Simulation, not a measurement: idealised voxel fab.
process module | voxel self aligned contacts
cross-section cut | 185 nm wide | cells 5 nm
A cross-section is a grid of square cells, given in bands from the top down. A band is one or more rows of cells.
Each band's line starts with the height of the band's top and of its bottom, in nm. Then come its materials from left to right, each with its width in nm. One material with "throughout" fills the band from edge to edge. "air" is empty space.
Height 0 is the level under which the wafer as received is all one material. The lowest band goes on downwards, as in "0 down".
A width such as "30 to 40" changes by the same amount from each row of cells to the next, from the band's top row to its bottom row.
"no change" after a step means that no cell of the cross-section changed.
closed voids: empty space of 8 cells or more with no open way to the top, each as width x height at its distance from the left edge, in nm
after a step's settings: what the simulator itself notes on the step
overlay nm, on a step with a mask: how far to the right of its planned place the mask lay; to the left if negative
plan
1 op RECEIVE | material Si
2 op CONFORMAL_DEP | material SiO2 | thk nm 5
3 op DIRECTIONAL_DEP | material polySi | thk nm 25
4 op DIRECTIONAL_DEP | material SiN | thk nm 20
5 op MASKED_ETCH | tone cover | mask id GATE | width nm 25 | pitch nm 55 | etch materials SiN | depth nm 20 | overlay nm 0
6 op MASKED_ETCH | tone cover | mask id GATE | width nm 25 | pitch nm 55 | etch materials polySi | depth nm 25 | overlay nm 0
7 op CONFORMAL_DEP | material SiN | thk nm 5
8 op DIRECTIONAL_ETCH | etch materials SiN | depth nm 5
9 op FILL_DEP | material SiO2 | thk nm 15
10 op CMP | height nm 60
11 op DIRECTIONAL_DEP | material aC | thk nm 15
12 op PATTERN | tone open | mask id CONTACT | material resist | width nm 40 | thk nm 35 | overlay nm 0
13 op DIRECTIONAL_ETCH | etch materials aC | depth nm 15
14 op STRIP | etch materials resist
15 op DIRECTIONAL_ETCH | etch materials SiO2 | depth nm 60
16 op STRIP | etch materials aC
17 op CONFORMAL_DEP | material TiN | thk nm 5
18 op FILL_DEP | material Ru | thk nm 10
19 op CMP | height nm 50
20 op CONFORMAL_DEP | material SiCN | thk nm 5
varied across the wafers: height nm of step 19. The plan shows the first wafer's value. All wafers start alike
first wafer as received, after step 1
  0 down: Si throughout
  closed voids: none
first wafer at the end, after step 20
  55 to 50: SiCN throughout
  50 to 30: SiO2 45 | SiN 35 | TiN 5 | Ru 10 | TiN 5 | SiN 35 | SiO2 50
  30 to 5: SiO2 45 | SiN 5 | polySi 25 | SiN 5 | TiN 5 | Ru 10 | TiN 5 | SiN 5 | polySi 25 | SiN 5 | SiO2 50
  5 to 0: SiO2 80 | TiN 20 | SiO2 85
  0 down: Si throughout
  closed voids: none
last wafer at the end
  80 to 75: SiCN throughout
  75 to 65: Ru throughout
  65 to 60: TiN 75 | Ru 30 | TiN 80
  60 to 50: SiO2 70 | TiN 5 to 15 | Ru 30 to 10 | TiN 5 to 15 | SiO2 75
  50 to 30: SiO2 45 | SiN 35 | TiN 5 | Ru 10 | TiN 5 | SiN 35 | SiO2 50
  30 to 5: SiO2 45 | SiN 5 | polySi 25 | SiN 5 | TiN 5 | Ru 10 | TiN 5 | SiN 5 | polySi 25 | SiN 5 | SiO2 50
  5 to 0: SiO2 80 | TiN 20 | SiO2 85
  0 down: Si throughout
  closed voids: none
each wafer at the end: cells of each material gained (+) or lost (-) since it was received, then its closed voids
height nm 50 | +18 Ru | +37 SiCN | +76 SiN | +204 SiO2 | +22 TiN | +50 polySi | closed voids: none
height nm 55 | +20 Ru | +37 SiCN | +76 SiN | +233 SiO2 | +28 TiN | +50 polySi | closed voids: none
height nm 60 | +26 Ru | +37 SiCN | +76 SiN | +262 SiO2 | +30 TiN | +50 polySi | closed voids: none
height nm 65 | +32 Ru | +37 SiCN | +76 SiN | +262 SiO2 | +61 TiN | +50 polySi | closed voids: none
height nm 70 | +69 Ru | +37 SiCN | +76 SiN | +262 SiO2 | +61 TiN | +50 polySi | closed voids: none
height nm 75 | +106 Ru | +37 SiCN | +76 SiN | +262 SiO2 | +61 TiN | +50 polySi | closed voids: none
